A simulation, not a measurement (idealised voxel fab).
process module | voxel wiring stack
cross-section cut | 260 nm wide | cells 5 nm
A cross-section is a grid of square cells, given in bands from the top down. A band is one or more rows of cells.
Each band's line starts with the height of the band's top and of its bottom, in nm. Then come its materials from left to right, each with its width in nm. One material with "throughout" fills the band from edge to edge. "air" is empty space.
Height 0 is the level under which the wafer as received is all one material. The lowest band goes on downwards, as in "0 down".
A width such as "30 to 40" changes by the same amount from each row of cells to the next, from the band's top row to its bottom row.
"no change" after a step means that no cell of the cross-section changed.
closed voids: empty space of 8 cells or more with no open way to the top, each as width x height at its distance from the left edge, in nm
after a step's settings: what the simulator itself notes on the step
overlay nm, on a step with a mask: how far to the right of its planned place the mask lay; to the left if negative
plan
1 op RECEIVE | material Si
2 op CONFORMAL_DEP | material SiO2 | thk nm 15
3 op CONFORMAL_DEP | material SiCN | thk nm 5
4 op DIRECTIONAL_DEP | material lowk | thk nm 15
5 op DIRECTIONAL_DEP | material aC | thk nm 10
6 op PATTERN | tone open | mask id METAL_1 | material resist | width nm 30 | pitch nm 45 | thk nm 30 | overlay nm 0
7 op DIRECTIONAL_ETCH | etch materials aC | depth nm 10
8 op STRIP | etch materials resist
9 op DIRECTIONAL_ETCH | etch materials lowk | depth nm 15
10 op DIRECTIONAL_ETCH | etch materials SiCN | depth nm 5
11 op STRIP | etch materials aC
12 op CONFORMAL_DEP | material TiN | thk nm 5
13 op FILL_DEP | material Ru | thk nm 10
14 op CMP | height nm 35
15 op CONFORMAL_DEP | material SiCN | thk nm 5
16 op DIRECTIONAL_DEP | material SiO2 | thk nm 30
17 op PATTERN | tone open | mask id METAL_2 | material resist | width nm 30 | pitch nm 45 | thk nm 20 | overlay nm 0
18 op DIRECTIONAL_ETCH | etch materials SiO2 | depth nm 20
19 op STRIP | etch materials resist
20 op PATTERN | tone open | mask id METAL_2_HOLES | material resist | width nm 15 | pitch nm 45 | thk nm 20 | overlay nm 0
21 op DIRECTIONAL_ETCH | etch materials SiO2 | depth nm 10
22 op DIRECTIONAL_ETCH | etch materials SiCN | depth nm 5
23 op STRIP | etch materials resist
24 op CONFORMAL_DEP | material TiN | thk nm 5
25 op FILL_DEP | material Cu | thk nm 5
26 op CMP | height nm 70
27 op CONFORMAL_DEP | material SiCN | thk nm 5
28 op DIRECTIONAL_DEP | material lowk | thk nm 30
29 op DIRECTIONAL_DEP | material aC | thk nm 15
30 op PATTERN | tone open | mask id METAL_3_HOLES | material resist | width nm 15 | pitch nm 45 | thk nm 35 | overlay nm 0
31 op DIRECTIONAL_ETCH | etch materials aC | depth nm 15
32 op STRIP | etch materials resist
33 op DIRECTIONAL_ETCH | etch materials lowk | depth nm 30
34 op STRIP | etch materials aC
35 op MASKED_ETCH | tone open | mask id METAL_3 | width nm 30 | pitch nm 45 | etch materials lowk | depth nm 15 | overlay nm 0
36 op MASKED_ETCH | tone open | mask id METAL_3 | width nm 30 | pitch nm 45 | etch materials SiCN | depth nm 5 | overlay nm 0
37 op CONFORMAL_DEP | material TiN | thk nm 5
38 op FILL_DEP | material Cu | thk nm 5
39 op CMP | height nm 105
40 op CONFORMAL_DEP | material SiCN | thk nm 5
first wafer, as planned
as received, after step 1
  0 down: Si throughout
  closed voids: none
after step 2
  15 to 0: SiO2 throughout
  below 0: unchanged
after step 3
  20 to 15: SiCN throughout
  below 15: unchanged
after step 4
  35 to 20: lowk throughout
  below 20: unchanged
after step 5
  45 to 35: aC throughout
  below 35: unchanged
after step 6
  75 to 45: resist 45 | air 30 | resist 15 | air 30 | resist 15 | air 30 | resist 15 | air 30 | resist 50
  below 45: unchanged
after step 7
  65 to 45: resist 45 | air 30 | resist 15 | air 30 | resist 15 | air 30 | resist 15 | air 30 | resist 50
  45 to 35: aC 45 | air 30 | aC 15 | air 30 | aC 15 | air 30 | aC 15 | air 30 | aC 50
  below 35: unchanged
after step 8
  45 to 35: aC 45 | air 30 | aC 15 | air 30 | aC 15 | air 30 | aC 15 | air 30 | aC 50
  below 35: unchanged
after step 9
  45 to 35: aC 45 | air 30 | aC 15 | air 30 | aC 15 | air 30 | aC 15 | air 30 | aC 50
  35 to 20: lowk 45 | air 30 | lowk 15 | air 30 | lowk 15 | air 30 | lowk 15 | air 30 | lowk 50
  below 20: unchanged
after step 10
  45 to 35: aC 45 | air 30 | aC 15 | air 30 | aC 15 | air 30 | aC 15 | air 30 | aC 50
  35 to 20: lowk 45 | air 30 | lowk 15 | air 30 | lowk 15 | air 30 | lowk 15 | air 30 | lowk 50
  20 to 15: SiCN 45 | air 30 | SiCN 15 | air 30 | SiCN 15 | air 30 | SiCN 15 | air 30 | SiCN 50
  below 15: unchanged
after step 11
  35 to 20: lowk 45 | air 30 | lowk 15 | air 30 | lowk 15 | air 30 | lowk 15 | air 30 | lowk 50
  below 20: unchanged
after step 12
  40 to 35: TiN 50 | air 20 | TiN 25 | air 20 | TiN 25 | air 20 | TiN 25 | air 20 | TiN 55
  35 to 20: lowk 45 | TiN 5 | air 20 | TiN 5 | lowk 15 | TiN 5 | air 20 | TiN 5 | lowk 15 | TiN 5 | air 20 | TiN 5 | lowk 15 | TiN 5 | air 20 | TiN 5 | lowk 50
  20 to 15: SiCN 45 | TiN 30 | SiCN 15 | TiN 30 | SiCN 15 | TiN 30 | SiCN 15 | TiN 30 | SiCN 50
  below 15: unchanged
after step 13
  50 to 40: Ru throughout
  40 to 35: TiN 50 | Ru 20 | TiN 25 | Ru 20 | TiN 25 | Ru 20 | TiN 25 | Ru 20 | TiN 55
  35 to 20: lowk 45 | TiN 5 | Ru 20 | TiN 5 | lowk 15 | TiN 5 | Ru 20 | TiN 5 | lowk 15 | TiN 5 | Ru 20 | TiN 5 | lowk 15 | TiN 5 | Ru 20 | TiN 5 | lowk 50
  below 20: unchanged
after step 14
  35 to 20: lowk 45 | TiN 5 | Ru 20 | TiN 5 | lowk 15 | TiN 5 | Ru 20 | TiN 5 | lowk 15 | TiN 5 | Ru 20 | TiN 5 | lowk 15 | TiN 5 | Ru 20 | TiN 5 | lowk 50
  below 20: unchanged
after step 15
  40 to 35: SiCN throughout
  below 35: unchanged
after step 16
  70 to 40: SiO2 throughout
  below 40: unchanged
after step 17
  90 to 70: resist 45 | air 30 | resist 15 | air 30 | resist 15 | air 30 | resist 15 | air 30 | resist 50
  below 70: unchanged
after step 18
  90 to 70: resist 45 | air 30 | resist 15 | air 30 | resist 15 | air 30 | resist 15 | air 30 | resist 50
  70 to 50: SiO2 45 | air 30 | SiO2 15 | air 30 | SiO2 15 | air 30 | SiO2 15 | air 30 | SiO2 50
  below 50: unchanged
after step 19
  70 to 50: SiO2 45 | air 30 | SiO2 15 | air 30 | SiO2 15 | air 30 | SiO2 15 | air 30 | SiO2 50
  below 50: unchanged
after step 20
  90 to 70: resist 45 | air 15 | resist 30 | air 15 | resist 30 | air 15 | resist 30 | air 15 | resist 65
  70 to 50: SiO2 45 | air 15 | resist 15 | SiO2 15 | air 15 | resist 15 | SiO2 15 | air 15 | resist 15 | SiO2 15 | air 15 | resist 15 | SiO2 50
  below 50: unchanged
after step 21
  90 to 70: resist 45 | air 15 | resist 30 | air 15 | resist 30 | air 15 | resist 30 | air 15 | resist 65
  70 to 50: SiO2 45 | air 15 | resist 15 | SiO2 15 | air 15 | resist 15 | SiO2 15 | air 15 | resist 15 | SiO2 15 | air 15 | resist 15 | SiO2 50
  50 to 40: SiO2 45 | air 15 | SiO2 30 | air 15 | SiO2 30 | air 15 | SiO2 30 | air 15 | SiO2 65
  below 40: unchanged
after step 22
  90 to 70: resist 45 | air 15 | resist 30 | air 15 | resist 30 | air 15 | resist 30 | air 15 | resist 65
  70 to 50: SiO2 45 | air 15 | resist 15 | SiO2 15 | air 15 | resist 15 | SiO2 15 | air 15 | resist 15 | SiO2 15 | air 15 | resist 15 | SiO2 50
  50 to 40: SiO2 45 | air 15 | SiO2 30 | air 15 | SiO2 30 | air 15 | SiO2 30 | air 15 | SiO2 65
  40 to 35: SiCN 45 | air 15 | SiCN 30 | air 15 | SiCN 30 | air 15 | SiCN 30 | air 15 | SiCN 65
  below 35: unchanged
after step 23
  70 to 50: SiO2 45 | air 30 | SiO2 15 | air 30 | SiO2 15 | air 30 | SiO2 15 | air 30 | SiO2 50
  below 50: unchanged
after step 24
  75 to 70: TiN 50 | air 20 | TiN 25 | air 20 | TiN 25 | air 20 | TiN 25 | air 20 | TiN 55
  70 to 55: SiO2 45 | TiN 5 | air 20 | TiN 5 | SiO2 15 | TiN 5 | air 20 | TiN 5 | SiO2 15 | TiN 5 | air 20 | TiN 5 | SiO2 15 | TiN 5 | air 20 | TiN 5 | SiO2 50
  55 to 50: SiO2 45 | TiN 5 | air 5 | TiN 20 | SiO2 15 | TiN 5 | air 5 | TiN 20 | SiO2 15 | TiN 5 | air 5 | TiN 20 | SiO2 15 | TiN 5 | air 5 | TiN 20 | SiO2 50
  50 to 40: SiO2 45 | TiN 5 | air 5 | TiN 5 | SiO2 30 | TiN 5 | air 5 | TiN 5 | SiO2 30 | TiN 5 | air 5 | TiN 5 | SiO2 30 | TiN 5 | air 5 | TiN 5 | SiO2 65
  40 to 35: SiCN 45 | TiN 15 | SiCN 30 | TiN 15 | SiCN 30 | TiN 15 | SiCN 30 | TiN 15 | SiCN 65
  below 35: unchanged
after step 25
  80 to 75: Cu throughout
  75 to 70: TiN 50 | Cu 20 | TiN 25 | Cu 20 | TiN 25 | Cu 20 | TiN 25 | Cu 20 | TiN 55
  70 to 55: SiO2 45 | TiN 5 | Cu 20 | TiN 5 | SiO2 15 | TiN 5 | Cu 20 | TiN 5 | SiO2 15 | TiN 5 | Cu 20 | TiN 5 | SiO2 15 | TiN 5 | Cu 20 | TiN 5 | SiO2 50
  55 to 50: SiO2 45 | TiN 5 | Cu 5 | TiN 20 | SiO2 15 | TiN 5 | Cu 5 | TiN 20 | SiO2 15 | TiN 5 | Cu 5 | TiN 20 | SiO2 15 | TiN 5 | Cu 5 | TiN 20 | SiO2 50
  50 to 40: SiO2 45 | TiN 5 | Cu 5 | TiN 5 | SiO2 30 | TiN 5 | Cu 5 | TiN 5 | SiO2 30 | TiN 5 | Cu 5 | TiN 5 | SiO2 30 | TiN 5 | Cu 5 | TiN 5 | SiO2 65
  below 40: unchanged
after step 26
  70 to 55: SiO2 45 | TiN 5 | Cu 20 | TiN 5 | SiO2 15 | TiN 5 | Cu 20 | TiN 5 | SiO2 15 | TiN 5 | Cu 20 | TiN 5 | SiO2 15 | TiN 5 | Cu 20 | TiN 5 | SiO2 50
  below 55: unchanged
after step 27
  75 to 70: SiCN throughout
  below 70: unchanged
after step 28
  105 to 75: lowk throughout
  below 75: unchanged
after step 29
  120 to 105: aC throughout
  below 105: unchanged
after step 30
  155 to 120: resist 45 | air 15 | resist 30 | air 15 | resist 30 | air 15 | resist 30 | air 15 | resist 65
  below 120: unchanged
after step 31
  140 to 120: resist 45 | air 15 | resist 30 | air 15 | resist 30 | air 15 | resist 30 | air 15 | resist 65
  120 to 105: aC 45 | air 15 | aC 30 | air 15 | aC 30 | air 15 | aC 30 | air 15 | aC 65
  below 105: unchanged
after step 32
  120 to 105: aC 45 | air 15 | aC 30 | air 15 | aC 30 | air 15 | aC 30 | air 15 | aC 65
  below 105: unchanged
after step 33
  120 to 105: aC 45 | air 15 | aC 30 | air 15 | aC 30 | air 15 | aC 30 | air 15 | aC 65
  105 to 75: lowk 45 | air 15 | lowk 30 | air 15 | lowk 30 | air 15 | lowk 30 | air 15 | lowk 65
  below 75: unchanged
after step 34
  105 to 75: lowk 45 | air 15 | lowk 30 | air 15 | lowk 30 | air 15 | lowk 30 | air 15 | lowk 65
  below 75: unchanged
after step 35
  105 to 90: lowk 45 | air 30 | lowk 15 | air 30 | lowk 15 | air 30 | lowk 15 | air 30 | lowk 50
  below 90: unchanged
after step 36
  105 to 90: lowk 45 | air 30 | lowk 15 | air 30 | lowk 15 | air 30 | lowk 15 | air 30 | lowk 50
  90 to 75: lowk 45 | air 15 | lowk 30 | air 15 | lowk 30 | air 15 | lowk 30 | air 15 | lowk 65
  75 to 70: SiCN 45 | air 15 | SiCN 30 | air 15 | SiCN 30 | air 15 | SiCN 30 | air 15 | SiCN 65
  below 70: unchanged
after step 37
  110 to 105: TiN 50 | air 20 | TiN 25 | air 20 | TiN 25 | air 20 | TiN 25 | air 20 | TiN 55
  105 to 95: lowk 45 | TiN 5 | air 20 | TiN 5 | lowk 15 | TiN 5 | air 20 | TiN 5 | lowk 15 | TiN 5 | air 20 | TiN 5 | lowk 15 | TiN 5 | air 20 | TiN 5 | lowk 50
  95 to 90: lowk 45 | TiN 5 | air 5 | TiN 20 | lowk 15 | TiN 5 | air 5 | TiN 20 | lowk 15 | TiN 5 | air 5 | TiN 20 | lowk 15 | TiN 5 | air 5 | TiN 20 | lowk 50
  90 to 75: lowk 45 | TiN 5 | air 5 | TiN 5 | lowk 30 | TiN 5 | air 5 | TiN 5 | lowk 30 | TiN 5 | air 5 | TiN 5 | lowk 30 | TiN 5 | air 5 | TiN 5 | lowk 65
  75 to 70: SiCN 45 | TiN 15 | SiCN 30 | TiN 15 | SiCN 30 | TiN 15 | SiCN 30 | TiN 15 | SiCN 65
  below 70: unchanged
after step 38
  115 to 110: Cu throughout
  110 to 105: TiN 50 | Cu 20 | TiN 25 | Cu 20 | TiN 25 | Cu 20 | TiN 25 | Cu 20 | TiN 55
  105 to 95: lowk 45 | TiN 5 | Cu 20 | TiN 5 | lowk 15 | TiN 5 | Cu 20 | TiN 5 | lowk 15 | TiN 5 | Cu 20 | TiN 5 | lowk 15 | TiN 5 | Cu 20 | TiN 5 | lowk 50
  95 to 90: lowk 45 | TiN 5 | Cu 5 | TiN 20 | lowk 15 | TiN 5 | Cu 5 | TiN 20 | lowk 15 | TiN 5 | Cu 5 | TiN 20 | lowk 15 | TiN 5 | Cu 5 | TiN 20 | lowk 50
  90 to 75: lowk 45 | TiN 5 | Cu 5 | TiN 5 | lowk 30 | TiN 5 | Cu 5 | TiN 5 | lowk 30 | TiN 5 | Cu 5 | TiN 5 | lowk 30 | TiN 5 | Cu 5 | TiN 5 | lowk 65
  below 75: unchanged
after step 39
  105 to 95: lowk 45 | TiN 5 | Cu 20 | TiN 5 | lowk 15 | TiN 5 | Cu 20 | TiN 5 | lowk 15 | TiN 5 | Cu 20 | TiN 5 | lowk 15 | TiN 5 | Cu 20 | TiN 5 | lowk 50
  below 95: unchanged
after step 40
  110 to 105: SiCN throughout
  below 105: unchanged
second wafer: like start, like plan, one mistake. Through step 26 it matches the first wafer
when step 27 should have ended
  100 to 70: lowk throughout
  below 70: unchanged
when step 28 should have ended
  105 to 100: SiCN throughout
  below 100: unchanged
when step 29 should have ended
  120 to 105: aC throughout
  below 105: unchanged
when step 30 should have ended
  155 to 120: resist 45 | air 15 | resist 30 | air 15 | resist 30 | air 15 | resist 30 | air 15 | resist 65
  below 120: unchanged
when step 31 should have ended
  140 to 120: resist 45 | air 15 | resist 30 | air 15 | resist 30 | air 15 | resist 30 | air 15 | resist 65
  120 to 105: aC 45 | air 15 | aC 30 | air 15 | aC 30 | air 15 | aC 30 | air 15 | aC 65
  below 105: unchanged
when step 32 should have ended
  120 to 105: aC 45 | air 15 | aC 30 | air 15 | aC 30 | air 15 | aC 30 | air 15 | aC 65
  below 105: unchanged
when step 33 should have ended: no change
when step 34 should have ended
  105 to 100: SiCN throughout
  below 100: unchanged
when step 35 should have ended: no change
when step 36 should have ended
  105 to 100: SiCN 45 | air 30 | SiCN 15 | air 30 | SiCN 15 | air 30 | SiCN 15 | air 30 | SiCN 50
  below 100: unchanged
when step 37 should have ended
  110 to 105: TiN 50 | air 20 | TiN 25 | air 20 | TiN 25 | air 20 | TiN 25 | air 20 | TiN 55
  105 to 100: SiCN 45 | TiN 30 | SiCN 15 | TiN 30 | SiCN 15 | TiN 30 | SiCN 15 | TiN 30 | SiCN 50
  below 100: unchanged
when step 38 should have ended
  115 to 110: Cu throughout
  110 to 105: TiN 50 | Cu 20 | TiN 25 | Cu 20 | TiN 25 | Cu 20 | TiN 25 | Cu 20 | TiN 55
  below 105: unchanged
when step 39 should have ended
  105 to 100: SiCN 45 | TiN 30 | SiCN 15 | TiN 30 | SiCN 15 | TiN 30 | SiCN 15 | TiN 30 | SiCN 50
  below 100: unchanged
when step 40 should have ended
  110 to 105: SiCN throughout
  below 105: unchanged
what went wrong: steps 27 and 28 were swapped
at the end the second wafer has, in cells: 48 fewer of Cu | 12 fewer of SiCN | 48 fewer of TiN | 108 more of lowk
